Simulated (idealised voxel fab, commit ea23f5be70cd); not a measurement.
You're looking at the process module voxel transistor to metal.
Section cut is 200 nm wide and gridded with 5 nm square cells.
A cross-section in this document is a grid of square cells, and it is written down as bands, the top band listed before the ones below it; a band is made up of one or more rows of cells. Read a band's entry like this: the first values are the height of its top and the height of its bottom in nm, and what follows is the sequence of materials from left to right, each with its width in nm. Note that "blank" is empty space, and that a single material marked "throughout" reaches across the band from edge to edge. Heights are reckoned from 0. Under this level, the received wafer is all of one material. The bottommost band is open-ended downward, for example "0 down". A width such as "30..40" changes by the same amount from each row of cells to the next, from the band's top row to its bottom row. No cell of the cross-section changed in a step that is given as "identical to before". Closed-off voids of 8+ cells (no open route to the top) go in "Trapped void list", written width x height at distance from the left edge, in nm. That trailing text on a step's line, after the settings, is the simulator's own remark on the step. The optional step-line setting "overlay nm" applies to steps with a mask and quantifies how far to the right of its planned location the mask lay, a negative value indicating leftward placement.
**Planned step list for the process**
1 op RECEIVE | material Si
2 op CONFORMAL_DEP | material SiO2 | thk nm 5
3 op CONFORMAL_DEP | material SiN | thk nm 15
4 op MASKED_ETCH | tone cover | mask id ACTIVE | width nm 110 | etch materials SiN | depth nm 15 | overlay nm 0
5 op MASKED_ETCH | tone cover | mask id ACTIVE | width nm 110 | etch materials SiO2 | depth nm 5 | overlay nm 0
6 op MASKED_ETCH | tone cover | mask id ACTIVE | width nm 110 | etch materials Si | depth nm 30 | overlay nm 0
7 op FILL_DEP | material SiO2 | thk nm 15
8 op CMP | height nm 20
9 op SELECTIVE_ETCH | etch materials SiO2 | depth nm 5
10 op STRIP | etch materials SiN
11 op SELECTIVE_ETCH | etch materials SiO2 | depth nm 5
12 op OXIDIZE | depth nm 5
13 op DIRECTIONAL_DEP | material polySi | thk nm 20
14 op DIRECTIONAL_DEP | material SiCN | thk nm 10
15 op PATTERN | tone cover | mask id GATE | material resist | width nm 20 | thk nm 20 | overlay nm 0
16 op DIRECTIONAL_ETCH | etch materials SiCN | depth nm 20
17 op DIRECTIONAL_ETCH | etch materials polySi | depth nm 30
18 op STRIP | etch materials resist
19 op CONFORMAL_DEP | material SiN | thk nm 5
20 op DIRECTIONAL_ETCH | etch materials SiN | depth nm 5
21 op DIRECTIONAL_ETCH | etch materials SiO2 | depth nm 5
22 op DIRECTIONAL_ETCH | etch materials Si | depth nm 10
23 op EPI | material SiGe | thk nm 10
24 op FILL_DEP | material SiO2 | thk nm 10
25 op CMP | height nm 30
26 op DIRECTIONAL_DEP | material SiO2 | thk nm 10
27 op MASKED_ETCH | tone open | mask id CONTACT | width nm 15 | pitch nm 75 | etch materials SiO2 | depth nm 45 | overlay nm 0
28 op CONFORMAL_DEP | material TiN | thk nm 5
29 op FILL_DEP | material W | thk nm 10
30 op CMP | height nm 40
31 op CONFORMAL_DEP | material SiCN | thk nm 5
32 op DIRECTIONAL_DEP | material lowk | thk nm 20
33 op MASKED_ETCH | tone open | mask id METAL_1 | width nm 15 | pitch nm 75 | etch materials lowk | depth nm 20 | overlay nm 0
34 op MASKED_ETCH | tone open | mask id METAL_1 | width nm 15 | pitch nm 75 | etch materials SiCN | depth nm 5 | overlay nm 0
35 op CONFORMAL_DEP | material TiN | thk nm 5
36 op FILL_DEP | material Cu | thk nm 5
37 op CMP | height nm 65
38 op EPI | material Ru | thk nm 5
39 op FILL_DEP | material SiCN | thk nm 5
**Cross-section of the incoming wafer, state after step 1**
- 0 down | Si throughout
- Trapped void list: none
**Cross-section at module end, one run error; start and plan unchanged from above**
- 75 to 70 | SiCN throughout
- 70 to 65 | SiCN (50) / Ru (25) / SiCN (50) / Ru (25) / SiCN (50)
- 65 to 50 | lowk (55) / TiN (5) / Cu (5) / TiN (5) / lowk (60) / TiN (5) / Cu (5) / TiN (5) / lowk (55)
- 50 to 45 | lowk (55) / TiN (15) / lowk (60) / TiN (15) / lowk (55)
- 45 to 40 | SiCN (65) / TiN (5) / SiCN (70) / TiN (5) / SiCN (55)
- 40 to 30 | SiO2 (55) / TiN (5) / W (5) / TiN (5) / SiO2 (60) / TiN (5) / W (5) / TiN (5) / SiO2 (55)
- 30 to 20 | SiO2 (55) / TiN (5) / W (5) / TiN (5) / SiO2 (15) / SiN (5) / SiCN (20) / SiN (5) / SiO2 (15) / TiN (5) / W (5) / TiN (5) / SiO2 (55)
- 20 to 10 | SiO2 (55) / TiN (5) / W (5) / TiN (5) / SiO2 (15) / SiN (5) / polySi (20) / SiN (5) / SiO2 (15) / TiN (5) / W (5) / TiN (5) / SiO2 (55)
- 10 to 5 | SiO2 (40) / SiN (5) / SiO2 (10) / TiN (5) / W (5) / TiN (5) / SiO2 (15) / SiN (5) / polySi (20) / SiN (5) / SiO2 (15) / TiN (5) / W (5) / TiN (5) / SiO2 (10) / SiN (5) / SiO2 (40)
- 5 to 0 | SiO2 (40) / SiN (5) / SiO2 (10) / TiN (5) / W (5) / TiN (5) / SiO2 (5) / SiGe (10) / SiN (5) / polySi (20) / SiN (5) / SiGe (10) / SiO2 (5) / TiN (5) / W (5) / TiN (5) / SiO2 (10) / SiN (5) / SiO2 (40)
- 0 to -5 | SiO2 (55) / TiN (15) / SiO2 (5) / SiGe (10) / SiO2 (30) / SiGe (10) / SiO2 (5) / TiN (15) / SiO2 (55)
- -5 to -15 | SiO2 (45) / SiGe (40) / Si (30) / SiGe (40) / SiO2 (45)
- -15 to -30 | SiO2 (45) / Si (110) / SiO2 (45)
- -30 down | Si throughout
- Trapped void list: none
Against the plan, the run slipped here: step 34 was run on a setting that differed from the plan, and what really ran there is op MASKED_ETCH | tone open | mask id METAL_1 | width nm 15 | pitch nm 75 | etch materials SiCN | depth nm 5 | overlay nm 10
